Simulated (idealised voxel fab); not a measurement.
process module | voxel self aligned vias
cross-section cut | 275 nm wide | cells 5 nm
A cross-section is a grid of square cells, given in bands from the top down. A band is one or more rows of cells.
Each band's line starts with the height of the band's top and of its bottom, in nm. Then come its materials from left to right, each with its width in nm. One material with "throughout" fills the band from edge to edge. "air" is empty space.
Height 0 is the level under which the wafer as received is all one material. The lowest band goes on downwards, as in "0 down".
A width such as "30 to 40" changes by the same amount from each row of cells to the next, from the band's top row to its bottom row.
"no change" after a step means that no cell of the cross-section changed.
closed voids: empty space of 8 cells or more with no open way to the top, each as width x height at its distance from the left edge, in nm
after a step's settings: what the simulator itself notes on the step
overlay nm, on a step with a mask: how far to the right of its planned place the mask lay; to the left if negative
plan
1 op RECEIVE | material Si
2 op CONFORMAL_DEP | material SiO2 | thk nm 15
3 op CONFORMAL_DEP | material SiCN | thk nm 5
4 op DIRECTIONAL_DEP | material SiO2 | thk nm 25
5 op DIRECTIONAL_DEP | material aC | thk nm 15
6 op PATTERN | tone open | mask id LINES | material resist | width nm 30 | pitch nm 70 | thk nm 30 | overlay nm 0
7 op DIRECTIONAL_ETCH | etch materials aC | depth nm 15
8 op STRIP | etch materials resist
9 op DIRECTIONAL_ETCH | etch materials SiO2 | depth nm 25
10 op STRIP | etch materials aC
11 op CONFORMAL_DEP | material TiN | thk nm 5
12 op FILL_DEP | material W | thk nm 5
13 op CMP | height nm 45
14 op SELECTIVE_ETCH | etch materials W Ru TiN | depth nm 10
15 op FILL_DEP | material SiN | thk nm 10
16 op CMP | height nm 45
17 op DIRECTIONAL_DEP | material SiO2 | thk nm 15
18 op PATTERN | tone open | mask id VIAS | material resist | width nm 40 | pitch nm 70 | thk nm 15 | overlay nm 0
19 op DIRECTIONAL_ETCH | etch materials SiO2 | depth nm 15
20 op DIRECTIONAL_ETCH | etch materials SiN | depth nm 10
21 op STRIP | etch materials resist
22 op CONFORMAL_DEP | material TiN | thk nm 5
23 op FILL_DEP | material Cu | thk nm 10
24 op CMP | height nm 60
25 op CONFORMAL_DEP | material SiCN | thk nm 5
as received, after step 1
  0 down: Si throughout
  closed voids: none
a wafer at the end: this start, this plan, one mistake
  55 to 50: SiCN throughout
  50 to 40: SiO2 80 to 85 | TiN 10 to 5 | Cu 20 | TiN 10 to 5 | SiO2 30 to 40 | TiN 10 to 5 | Cu 20 | TiN 10 to 5 | SiO2 85 to 90
  40 to 35: SiO2 85 | TiN 30 | SiO2 40 | TiN 30 | SiO2 90
  35 to 25: SiO2 85 | TiN 5 | W 20 | TiN 5 | SiO2 40 | TiN 5 | W 20 | TiN 5 | SiO2 90
  25 to 20: SiO2 85 | TiN 30 | SiO2 40 | TiN 30 | SiO2 90
  20 to 15: SiCN throughout
  15 to 0: SiO2 throughout
  0 down: Si throughout
  closed voids: none
what went wrong: step 24 ran as: op CMP | height nm 50
